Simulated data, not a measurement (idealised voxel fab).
process module | voxel ribs on slabs
cross-section cut | 155 nm wide | cells 5 nm
A cross-section is a grid of square cells, given in bands from the top down. A band is one or more rows of cells.
Each band's line starts with the height of the band's top and of its bottom, in nm. Then come its materials from left to right, each with its width in nm. One material with "throughout" fills the band from edge to edge. "air" is empty space.
Height 0 is the level under which the wafer as received is all one material. The lowest band goes on downwards, as in "0 down".
A width such as "30 to 40" changes by the same amount from each row of cells to the next, from the band's top row to its bottom row.
"no change" after a step means that no cell of the cross-section changed.
closed voids: empty space of 8 cells or more with no open way to the top, each as width x height at its distance from the left edge, in nm
after a step's settings: what the simulator itself notes on the step
overlay nm, on a step with a mask: how far to the right of its planned place the mask lay; to the left if negative
plan
1 op RECEIVE | material Si
2 op DIRECTIONAL_DEP | material SiO2 | thk nm 20
3 op DIRECTIONAL_DEP | material SiN | thk nm 20
4 op PATTERN | tone cover | mask id RIB | material resist | width nm 15 | thk nm 15 | overlay nm 0
5 op DIRECTIONAL_ETCH | etch materials SiN | depth nm 10
6 op STRIP | etch materials resist
7 op MASKED_ETCH | tone cover | mask id SLAB | width nm 75 | etch materials SiN | depth nm 10 | overlay nm 0
8 op FILL_DEP | material SiO2 | thk nm 25
9 op CMP | height nm 60
10 op DIRECTIONAL_DEP | material TiN | thk nm 5
11 op PATTERN | tone cover | mask id HEATER | material resist | width nm 25 | thk nm 20 | overlay nm 0
12 op DIRECTIONAL_ETCH | etch materials TiN | depth nm 5
13 op STRIP | etch materials resist
14 op CONFORMAL_DEP | material SiN | thk nm 10
as received, after step 1
  0 down: Si throughout
  closed voids: none
first wafer at the end, as planned
  75 to 70: air 55 | SiN 45 | air 55
  70 to 65: SiN throughout
  65 to 60: SiN 65 | TiN 25 | SiN 65
  60 to 40: SiO2 throughout
  40 to 30: SiO2 70 | SiN 15 | SiO2 70
  30 to 20: SiO2 40 | SiN 75 | SiO2 40
  20 to 0: SiO2 throughout
  0 down: Si throughout
  closed voids: none
second wafer at the end: like start, like plan, one mistake
  75 to 70: air 55 | SiN 45 | air 55
  70 to 65: SiN throughout
  65 to 60: SiN 65 | TiN 25 | SiN 65
  60 to 50: SiO2 70 | SiN 15 | SiO2 70
  50 to 40: SiO2 40 | SiN 75 | SiO2 40
  40 to 20: SiN throughout
  20 to 0: SiO2 throughout
  0 down: Si throughout
  closed voids: none
what went wrong: step 3 was run twice
at the end the second wafer has, in cells: 124 more of SiN | 124 fewer of SiO2
